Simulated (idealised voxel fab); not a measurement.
Process module, titled voxel wiring stack
It is cross-section cut that appears here, measuring 255 nm in width, its square cells being 5 nm in size.
Heads up, the way a cross-section reads in here is a grid of square cells, handed over as bands from the top down, with every band being one or more rows of cells.
Top, bottom (nm), then materials left to right with widths (nm); lone material tagged "everywhere" fills the whole band edge to edge; "empty" = empty space.
Counting heights begins at 0, where everything beneath is, in the wafer as received, one material. The lowest band has no bottom; it goes on downwards, as "z 0 and below" shows.
A width given as "30..40" starts at the first number in the band's top row and ends at the second number in its bottom row, shifting by an equal amount at every step from row to row.
"remained unchanged" (step): cross-section cells unchanged, all of them.
"Enclosed empty spaces" specifies each empty space that is not open to the top and that occupies no fewer than 8 cells, using the form width x height at distance, the distance measured from the left edge and all three quantities in nm.
The remark found on a step's line after its settings is issued by the simulator itself and pertains to that step.
overlay nm: mask right of planned place by this much (step with mask). Neg. = left.
-- The process steps that were planned are listed below
1,RECEIVE: material Si
2,CONFORMAL_DEP: material SiO2, thk nm 15
3,CONFORMAL_DEP: material SiN, thk nm 5
4,DIRECTIONAL_DEP: material lowk, thk nm 25
5,MASKED_ETCH: tone open, mask id METAL_1, width nm 30, pitch nm 50, etch materials lowk, depth nm 25, overlay nm 0
6,MASKED_ETCH: tone open, mask id METAL_1, width nm 30, pitch nm 50, etch materials SiN, depth nm 5, overlay nm 0
7,CONFORMAL_DEP: material TiN, thk nm 5
8,FILL_DEP: material Cu, thk nm 10
9,CMP: height nm 45
10,CONFORMAL_DEP: material SiCN, thk nm 5
11,DIRECTIONAL_DEP: material SiO2, thk nm 25
12,MASKED_ETCH: tone open, mask id METAL_2_HOLES, width nm 15, pitch nm 50, etch materials SiO2, depth nm 25, overlay nm 0
13,MASKED_ETCH: tone open, mask id METAL_2, width nm 30, pitch nm 50, etch materials SiO2, depth nm 15, overlay nm 0
14,MASKED_ETCH: tone open, mask id METAL_2, width nm 30, pitch nm 50, etch materials SiCN, depth nm 5, overlay nm 0
15,CONFORMAL_DEP: material TiN, thk nm 5
16,FILL_DEP: material Cu, thk nm 10
17,CMP: height nm 75
18,CONFORMAL_DEP: material SiCN, thk nm 5
19,DIRECTIONAL_DEP: material lowk, thk nm 30
20,MASKED_ETCH: tone open, mask id METAL_3, width nm 30, pitch nm 50, etch materials lowk, depth nm 15, overlay nm 0
21,MASKED_ETCH: tone open, mask id METAL_3_HOLES, width nm 15, pitch nm 50, etch materials lowk, depth nm 15, overlay nm 0
22,MASKED_ETCH: tone open, mask id METAL_3_HOLES, width nm 15, pitch nm 50, etch materials SiCN, depth nm 5, overlay nm 0
23,CONFORMAL_DEP: material TiN, thk nm 5
24,FILL_DEP: material Cu, thk nm 5
25,CMP: height nm 110
26,CONFORMAL_DEP: material SiN, thk nm 5
-- Cross-section of the incoming wafer, state after step 1
	z 0 and below  Si everywhere
	Enclosed empty spaces: none
-- The cross-section shown corresponds to the wafer at the conclusion of the module. The initial structure and the process plan are those presented above; however, one mistake occurred in executing the plan
	z 115 to 110  SiN everywhere
	z 110 to 100  35 of lowk  5 of TiN  20 of Cu  5 of TiN  20 of lowk  5 of TiN  20 of Cu  5 of TiN  20 of lowk  5 of TiN  20 of Cu  5 of TiN  20 of lowk  5 of TiN  20 of Cu  5 of TiN  40 of lowk
	z 100 to 95  35 of lowk  5 of TiN  5 of Cu  20 of TiN  20 of lowk  5 of TiN  5 of Cu  20 of TiN  20 of lowk  5 of TiN  5 of Cu  20 of TiN  20 of lowk  5 of TiN  5 of Cu  20 of TiN  40 of lowk
	z 95 to 80  35 of lowk  5 of TiN  5 of Cu  5 of TiN  35 of lowk  5 of TiN  5 of Cu  5 of TiN  35 of lowk  5 of TiN  5 of Cu  5 of TiN  35 of lowk  5 of TiN  5 of Cu  5 of TiN  55 of lowk
	z 80 to 75  35 of SiCN  15 of TiN  35 of SiCN  15 of TiN  35 of SiCN  15 of TiN  35 of SiCN  15 of TiN  55 of SiCN
	z 75 to 65  35 of SiO2  5 of TiN  20 of Cu  5 of TiN  20 of SiO2  5 of TiN  20 of Cu  5 of TiN  20 of SiO2  5 of TiN  20 of Cu  5 of TiN  20 of SiO2  5 of TiN  20 of Cu  5 of TiN  40 of SiO2
	z 65 to 60  35 of SiO2  5 of TiN  5 of Cu  20 of TiN  20 of SiO2  5 of TiN  5 of Cu  20 of TiN  20 of SiO2  5 of TiN  5 of Cu  20 of TiN  20 of SiO2  5 of TiN  5 of Cu  20 of TiN  40 of SiO2
	z 60 to 50  35 of SiO2  5 of TiN  5 of Cu  5 of TiN  35 of SiO2  5 of TiN  5 of Cu  5 of TiN  35 of SiO2  5 of TiN  5 of Cu  5 of TiN  35 of SiO2  5 of TiN  5 of Cu  5 of TiN  55 of SiO2
	z 50 to 45  35 of SiCN  15 of TiN  35 of SiCN  15 of TiN  35 of SiCN  15 of TiN  35 of SiCN  15 of TiN  55 of SiCN
	z 45 to 35  35 of lowk  5 of TiN  20 of Cu  5 of TiN  20 of lowk  5 of TiN  20 of Cu  5 of TiN  20 of lowk  5 of TiN  20 of Cu  5 of TiN  20 of lowk  5 of TiN  20 of Cu  5 of TiN  40 of lowk
	z 35 to 30  35 of SiN  30 of TiN  20 of SiN  30 of TiN  20 of SiN  30 of TiN  20 of SiN  30 of TiN  40 of SiN
	z 30 to 0  SiO2 everywhere
	z 0 and below  Si everywhere
	Enclosed empty spaces: none
Want to know what went wrong? step 2, plan: ran twice
